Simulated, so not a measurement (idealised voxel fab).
Herein follows the process module entitled voxel gate over fins.
In the cross-section labelled cut, the width is 265 nm and each square cell is 5 nm.
Cross-section, as written here: a square-cell grid given band by band from the top down, where a band holds one or more rows of cells.
Band: top and bottom heights (nm) first, top before bottom; then materials from left to right, widths in nm. "edge to edge" marks a sole material filling the band edge to edge. "blank" denotes empty space.
The reference from which all heights are counted is 0, the level beneath which the as-received wafer is entirely one material; the lowest band, having no lower bound, proceeds downward and is written after the example "z 0 and below".
Think of "30->40" as a width that walks from the first number to the second as you go down the band, top row to bottom row, taking equal-sized steps from row to row.
"nothing got changed", as given for a step, is the statement that not any cell of the cross-section underwent a change during that step.
If an empty space has no open way to the top and is at least 8 cells in size, "Sealed internal voids" lists it, written width x height at distance, where distance is measured from the left edge and every value is in nm.
Where a step's line continues beyond its settings, the continuation is a remark by the simulator itself on that step.
overlay nm: mask right of planned place by this much (step with mask). Neg. = left.

[Here's what the planned process steps look like]
1. RECEIVE (material Si)
2. CONFORMAL_DEP (material SiN; thk nm 5)
3. DIRECTIONAL_DEP (material aC; thk nm 10)
4. PATTERN (tone cover; mask id FINS; material resist; width nm 15; pitch nm 40; thk nm 30; overlay nm 0)
5. DIRECTIONAL_ETCH (etch materials aC; depth nm 10)
6. STRIP (etch materials resist)
7. DIRECTIONAL_ETCH (etch materials SiN; depth nm 5)
8. DIRECTIONAL_ETCH (etch materials Si; depth nm 30)
9. STRIP (etch materials aC)
10. OXIDIZE (depth nm 5)
11. FILL_DEP (material SiO2; thk nm 15)
12. CMP (height nm 5)
13. SELECTIVE_ETCH (etch materials SiO2; depth nm 20)
14. STRIP (etch materials SiN)
15. CONFORMAL_DEP (material HfO2; thk nm 5)
16. CONFORMAL_DEP (material TiN; thk nm 5)
17. FILL_DEP (material W; thk nm 15)
18. CMP (height nm 20)
19. CONFORMAL_DEP (material SiN; thk nm 10)

[First of two wafers - as planned]

[Here's what the wafer looked like in cross-section when it arrived - that's after step 1]
z 0 and below | Si edge to edge
Sealed internal voids: none

[The wafer in cross-section once step 2 is complete]
z 5 to 0 | SiN edge to edge
Below a height of 0, the structure has not been altered.

[The wafer in cross-section once step 3 is complete]
z 15 to 5 | aC edge to edge
Below a height of 5, the structure has not been altered.

[The wafer in cross-section once step 4 is complete]
z 45 to 15 | 105 nm blank  15 nm resist  25 nm blank  15 nm resist  105 nm blank
Below a height of 15, the structure has not been altered.

[The wafer in cross-section once step 5 is complete]
z 35 to 15 | 105 nm blank  15 nm resist  25 nm blank  15 nm resist  105 nm blank
z 15 to 5 | 105 nm blank  15 nm aC  25 nm blank  15 nm aC  105 nm blank
Below a height of 5, the structure has not been altered.

[The wafer in cross-section once step 6 is complete]
z 15 to 5 | 105 nm blank  15 nm aC  25 nm blank  15 nm aC  105 nm blank
Below a height of 5, the structure has not been altered.

[The wafer in cross-section once step 7 is complete]
z 15 to 5 | 105 nm blank  15 nm aC  25 nm blank  15 nm aC  105 nm blank
z 5 to 0 | 105 nm blank  15 nm SiN  25 nm blank  15 nm SiN  105 nm blank
Below a height of 0, the structure has not been altered.

[The wafer in cross-section once step 8 is complete]
z 15 to 5 | 105 nm blank  15 nm aC  25 nm blank  15 nm aC  105 nm blank
z 5 to 0 | 105 nm blank  15 nm SiN  25 nm blank  15 nm SiN  105 nm blank
z 0 to -30 | 105 nm blank  15 nm Si  25 nm blank  15 nm Si  105 nm blank
Below a height of -30, the structure has not been altered.

[The wafer in cross-section once step 9 is complete]
z 5 to 0 | 105 nm blank  15 nm SiN  25 nm blank  15 nm SiN  105 nm blank
Below a height of 0, the structure has not been altered.

[The wafer in cross-section once step 10 is complete]
z 5 to 0 | 105 nm blank  15 nm SiN  25 nm blank  15 nm SiN  105 nm blank
z 0 to -30 | 105 nm blank  5 nm SiO2  5 nm Si  5 nm SiO2  25 nm blank  5 nm SiO2  5 nm Si  5 nm SiO2  105 nm blank
z -30 to -35 | 110 nm SiO2  5 nm Si  35 nm SiO2  5 nm Si  110 nm SiO2
Below a height of -35, the structure has not been altered.

[The wafer in cross-section once step 11 is complete]
z 20 to 5 | SiO2 edge to edge
z 5 to 0 | 105 nm SiO2  15 nm SiN  25 nm SiO2  15 nm SiN  105 nm SiO2
z 0 to -35 | 110 nm SiO2  5 nm Si  35 nm SiO2  5 nm Si  110 nm SiO2
Below a height of -35, the structure has not been altered.

[The wafer in cross-section once step 12 is complete]
z 5 to 0 | 105 nm SiO2  15 nm SiN  25 nm SiO2  15 nm SiN  105 nm SiO2
Below a height of 0, the structure has not been altered.

[The wafer in cross-section once step 13 is complete]
z 5 to 0 | 105 nm blank  15 nm SiN  25 nm blank  15 nm SiN  105 nm blank
z 0 to -15 | 110 nm blank  5 nm Si  35 nm blank  5 nm Si  110 nm blank
Below a height of -15, the structure has not been altered.

[The wafer in cross-section once step 14 is complete]
z 0 to -15 | 110 nm blank  5 nm Si  35 nm blank  5 nm Si  110 nm blank
Below a height of -15, the structure has not been altered.

[The wafer in cross-section once step 15 is complete]
z 5 to 0 | 105 nm blank  15 nm HfO2  25 nm blank  15 nm HfO2  105 nm blank
z 0 to -10 | 105 nm blank  5 nm HfO2  5 nm Si  5 nm HfO2  25 nm blank  5 nm HfO2  5 nm Si  5 nm HfO2  105 nm blank
z -10 to -15 | 110 nm HfO2  5 nm Si  35 nm HfO2  5 nm Si  110 nm HfO2
Below a height of -15, the structure has not been altered.

[The wafer in cross-section once step 16 is complete]
z 10 to 5 | 100 nm blank  25 nm TiN  15 nm blank  25 nm TiN  100 nm blank
z 5 to 0 | 100 nm blank  5 nm TiN  15 nm HfO2  5 nm TiN  15 nm blank  5 nm TiN  15 nm HfO2  5 nm TiN  100 nm blank
z 0 to -5 | 100 nm blank  5 nm TiN  5 nm HfO2  5 nm Si  5 nm HfO2  5 nm TiN  15 nm blank  5 nm TiN  5 nm HfO2  5 nm Si  5 nm HfO2  5 nm TiN  100 nm blank
z -5 to -10 | 105 nm TiN  5 nm HfO2  5 nm Si  5 nm HfO2  25 nm TiN  5 nm HfO2  5 nm Si  5 nm HfO2  105 nm TiN
Below a height of -10, the structure has not been altered.

[The wafer in cross-section once step 17 is complete]
z 25 to 10 | W edge to edge
z 10 to 5 | 100 nm W  25 nm TiN  15 nm W  25 nm TiN  100 nm W
z 5 to 0 | 100 nm W  5 nm TiN  15 nm HfO2  5 nm TiN  15 nm W  5 nm TiN  15 nm HfO2  5 nm TiN  100 nm W
z 0 to -5 | 100 nm W  5 nm TiN  5 nm HfO2  5 nm Si  5 nm HfO2  5 nm TiN  15 nm W  5 nm TiN  5 nm HfO2  5 nm Si  5 nm HfO2  5 nm TiN  100 nm W
Below a height of -5, the structure has not been altered.

[The wafer in cross-section once step 18 is complete]
z 20 to 10 | W edge to edge
Below a height of 10, the structure has not been altered.

[The wafer in cross-section once step 19 is complete]
z 30 to 20 | SiN edge to edge
Below a height of 20, the structure has not been altered.

[For the second wafer, take the first wafer's start and plan, then add one mistake made in running it; everything through step 11, that step included, is shared with the first]

X-section, second wafer, when step 12 was due to finish: nothing got changed

[X-section, second wafer, when step 13 was due to finish]
z 5 to 0 | 105 nm blank  15 nm SiN  25 nm blank  15 nm SiN  105 nm blank
Below a height of 0, the structure has not been altered.

[X-section, second wafer, when step 14 was due to finish]
z 0 to -35 | 110 nm SiO2  5 nm Si  35 nm SiO2  5 nm Si  110 nm SiO2
Below a height of -35, the structure has not been altered.

[X-section, second wafer, when step 15 was due to finish]
z 5 to 0 | HfO2 edge to edge
Below a height of 0, the structure has not been altered.

[X-section, second wafer, when step 16 was due to finish]
z 10 to 5 | TiN edge to edge
Below a height of 5, the structure has not been altered.

[X-section, second wafer, when step 17 was due to finish]
z 25 to 10 | W edge to edge
Below a height of 10, the structure has not been altered.

[X-section, second wafer, when step 18 was due to finish]
z 20 to 10 | W edge to edge
Below a height of 10, the structure has not been altered.

[X-section, second wafer, when step 19 was due to finish]
z 30 to 20 | SiN edge to edge
Below a height of 20, the structure has not been altered.
Error vs. plan: step 12 of the plan got skipped, so it never ran
It is noted that, at the conclusion of processing, the second wafer exhibits a higher or lower cell count for certain materials relative to the first: HfO2 -12, SiO2 +153, TiN -12, W -129
